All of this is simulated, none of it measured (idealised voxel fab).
The process module presented herein is designated voxel gate over fins.
Section shown: cut. Width: 290 nm. Cell size: 5 nm, square.
How to read a cross-section here: the picture is a grid of square cells, written as bands going from the top down, and any band can span one or more rows of cells.
Each band's line starts with the height of the band's top and of its bottom, in nm. Then come its materials from left to right, each with its width in nm. One material with "all across" fills the band from edge to edge. "empty" is empty space.
Basically, 0 is our baseline, since under it the wafer straight out of the box is all one material. The bottom band has no lower end and keeps on going down, so it looks like "0 and below".
Top row gets the first number, bottom row gets the second, and each row in between changes by the same step: that is how a band width like "30->40" works.
Any step labelled "no alterations made" changed none of the cells in the cross-section.
"Voids, sealed" contains a list of empty spaces, each no smaller than 8 cells and without an open way to the top, written in the form width x height at distance with the distance from the left edge and all three in nm.
Post-settings text on a step line: simulator's own remark regarding the step.
You can add "overlay nm" to a step's line. For a step with a mask, it describes how far the mask lay to the right of its planned position, and a negative number describes a lay to the left.
So here's the lineup of process steps we planned
1) RECEIVE with material Si
2) CONFORMAL_DEP with material SiN, thk nm 5
3) DIRECTIONAL_DEP with material aC, thk nm 10
4) PATTERN with tone cover, mask id FINS, material resist, width nm 15, pitch nm 55, thk nm 30, overlay nm 0
5) DIRECTIONAL_ETCH with etch materials aC, depth nm 10
6) STRIP with etch materials resist
7) DIRECTIONAL_ETCH with etch materials SiN, depth nm 5
8) DIRECTIONAL_ETCH with etch materials Si, depth nm 35
9) STRIP with etch materials aC
10) FILL_DEP with material SiO2, thk nm 15
11) CMP with height nm 5
12) DIRECTIONAL_DEP with material aC, thk nm 15
13) PATTERN with tone open, mask id RAIL, material resist, width nm 15, thk nm 35, overlay nm 0
14) DIRECTIONAL_ETCH with etch materials aC, depth nm 15
15) STRIP with etch materials resist
16) DIRECTIONAL_ETCH with etch materials SiO2, depth nm 35
17) STRIP with etch materials aC
18) CONFORMAL_DEP with material TiN, thk nm 5
19) FILL_DEP with material Ru, thk nm 5
20) CMP with height nm 5
21) SELECTIVE_ETCH with etch materials W Ru TiN, depth nm 20
22) FILL_DEP with material SiO2, thk nm 5
23) CMP with height nm 5
24) SELECTIVE_ETCH with etch materials SiO2, depth nm 15
25) STRIP with etch materials SiN
26) CONFORMAL_DEP with material HfO2, thk nm 5
27) CONFORMAL_DEP with material TiN, thk nm 5
28) CONFORMAL_DEP with material TiAl, thk nm 5
29) CONFORMAL_DEP with material TiN, thk nm 5
30) FILL_DEP with material W, thk nm 15
31) CMP with height nm 30
32) CONFORMAL_DEP with material SiCN, thk nm 10
Cross-section: wafer on arrival = after step 1
  0 and below | Si all across
  Voids, sealed: none
Figure: cross-sectional view of the wafer upon completion of the module, processed from the initial state and according to the plan depicted above, with one error introduced during execution
  40 down to 30 | SiCN all across
  30 down to 20 | W all across
  20 down to 15 | 95 nm W / 110 nm TiN / 85 nm W
  15 down to 10 | 95 nm W / 5 nm TiN / 45 nm TiAl / 10 nm TiN / 45 nm TiAl / 5 nm TiN / 85 nm W
  10 down to 5 | 100 nm TiN / 5 nm TiAl / 35 nm TiN / 5 nm TiAl / 10 nm TiN / 5 nm TiAl / 35 nm TiN / 5 nm TiAl / 90 nm TiN
  5 down to 0 | 105 nm TiAl / 5 nm TiN / 25 nm HfO2 / 5 nm TiN / 20 nm TiAl / 5 nm TiN / 25 nm HfO2 / 5 nm TiN / 95 nm TiAl
  0 down to -5 | 110 nm TiN / 5 nm HfO2 / 15 nm Si / 5 nm HfO2 / 30 nm TiN / 5 nm HfO2 / 15 nm Si / 5 nm HfO2 / 100 nm TiN
  -5 down to -10 | 115 nm HfO2 / 15 nm Si / 40 nm HfO2 / 15 nm Si / 105 nm HfO2
  -10 down to -15 | 115 nm SiO2 / 15 nm Si / 40 nm SiO2 / 15 nm Si / 105 nm SiO2
  -15 down to -25 | 115 nm SiO2 / 15 nm Si / 5 nm SiO2 / 5 nm TiN / 5 nm Ru / 5 nm TiN / 20 nm SiO2 / 15 nm Si / 105 nm SiO2
  -25 down to -30 | 115 nm SiO2 / 15 nm Si / 5 nm SiO2 / 15 nm TiN / 20 nm SiO2 / 15 nm Si / 105 nm SiO2
  -30 down to -35 | 115 nm SiO2 / 15 nm Si / 40 nm SiO2 / 15 nm Si / 105 nm SiO2
  -35 and below | Si all across
  Voids, sealed: none
Misprocessing identified: rather than as planned, step 4 actually ran as PATTERN with tone cover, mask id FINS, material resist, width nm 15, pitch nm 55, thk nm 30, overlay nm 5
